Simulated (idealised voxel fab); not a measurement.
process module | voxel capacitor over wiring
cross-section cut | 240 nm wide | cells 5 nm
A cross-section is a grid of square cells, given in bands from the top down. A band is one or more rows of cells.
Each band's line starts with the height of the band's top and of its bottom, in nm. Then come its materials from left to right, each with its width in nm. One material with "throughout" fills the band from edge to edge. "air" is empty space.
Height 0 is the level under which the wafer as received is all one material. The lowest band goes on downwards, as in "0 down".
A width such as "30 to 40" changes by the same amount from each row of cells to the next, from the band's top row to its bottom row.
"no change" after a step means that no cell of the cross-section changed.
closed voids: empty space of 8 cells or more with no open way to the top, each as width x height at its distance from the left edge, in nm
after a step's settings: what the simulator itself notes on the step
overlay nm, on a step with a mask: how far to the right of its planned place the mask lay; to the left if negative
plan
1 op RECEIVE | material Si
2 op CONFORMAL_DEP | material SiO2 | thk nm 15
3 op DIRECTIONAL_DEP | material TiN | thk nm 5
4 op DIRECTIONAL_DEP | material W | thk nm 15
5 op MASKED_ETCH | tone cover | mask id METAL_1 | width nm 30 | pitch nm 90 | etch materials W | depth nm 15 | overlay nm 0
6 op MASKED_ETCH | tone cover | mask id METAL_1 | width nm 30 | pitch nm 90 | etch materials TiN | depth nm 5 | overlay nm 0
7 op FILL_DEP | material SiO2 | thk nm 10
8 op CMP | height nm 35
9 op CONFORMAL_DEP | material SiCN | thk nm 5
10 op DIRECTIONAL_DEP | material lowk | thk nm 10
11 op PATTERN | tone open | mask id PLUG_1 | material resist | width nm 15 | thk nm 20 | overlay nm 0
12 op DIRECTIONAL_ETCH | etch materials lowk | depth nm 20
13 op DIRECTIONAL_ETCH | etch materials SiCN | depth nm 5
14 op STRIP | etch materials resist
15 op EPI | material Ru | thk nm 10
16 op EPI | material Ru | thk nm 10
17 op EPI | material Ru | thk nm 5
18 op DIRECTIONAL_DEP | material TiN | thk nm 5
19 op DIRECTIONAL_DEP | material SiN | thk nm 5
20 op DIRECTIONAL_DEP | material TiN | thk nm 10
21 op PATTERN | tone cover | mask id UPPER_PLATE | material resist | width nm 65 | thk nm 15 | overlay nm 0
22 op DIRECTIONAL_ETCH | etch materials TiN | depth nm 10
23 op DIRECTIONAL_ETCH | etch materials SiN | depth nm 5
24 op STRIP | etch materials resist
25 op MASKED_ETCH | tone cover | mask id LOWER_PLATE | width nm 75 | etch materials TiN | depth nm 5 | overlay nm 0
26 op FILL_DEP | material SiO2 | thk nm 15
27 op CMP | height nm 90
28 op DIRECTIONAL_DEP | material aC | thk nm 10
29 op PATTERN | tone open | mask id PLUG_2 | material resist | width nm 15 | thk nm 25 | overlay nm 0
30 op DIRECTIONAL_ETCH | etch materials aC | depth nm 10
31 op STRIP | etch materials resist
32 op DIRECTIONAL_ETCH | etch materials SiO2 | depth nm 10
33 op STRIP | etch materials aC
34 op CONFORMAL_DEP | material TiN | thk nm 5
35 op FILL_DEP | material Ru | thk nm 5
36 op CMP | height nm 90
37 op CONFORMAL_DEP | material SiN | thk nm 5
varied across the wafers: thk nm of step 10. The plan shows the first wafer's value. All wafers start alike
first wafer as received, after step 1
  0 down: Si throughout
  closed voids: none
each wafer at the end: cells of each material gained (+) or lost (-) since it was received, then its closed voids
thk nm 10 | +24 Ru | +45 SiCN | +61 SiN | +598 SiO2 | +58 TiN | +36 W | +90 lowk | closed voids: none
thk nm 15 | +18 Ru | +45 SiCN | +61 SiN | +559 SiO2 | +58 TiN | +36 W | +135 lowk | closed voids: none
thk nm 20 | +16 Ru | +45 SiCN | +61 SiN | +516 SiO2 | +58 TiN | +36 W | +180 lowk | closed voids: none
thk nm 25 | +48 SiCN | +61 SiN | +482 SiO2 | +57 TiN | +36 W | +228 lowk | closed voids: none
thk nm 30 | +48 SiCN | +61 SiN | +436 SiO2 | +55 TiN | +36 W | +276 lowk | closed voids: none
thk nm 35 | +48 SiCN | +61 SiN | +398 SiO2 | +45 TiN | +36 W | +324 lowk | closed voids: none
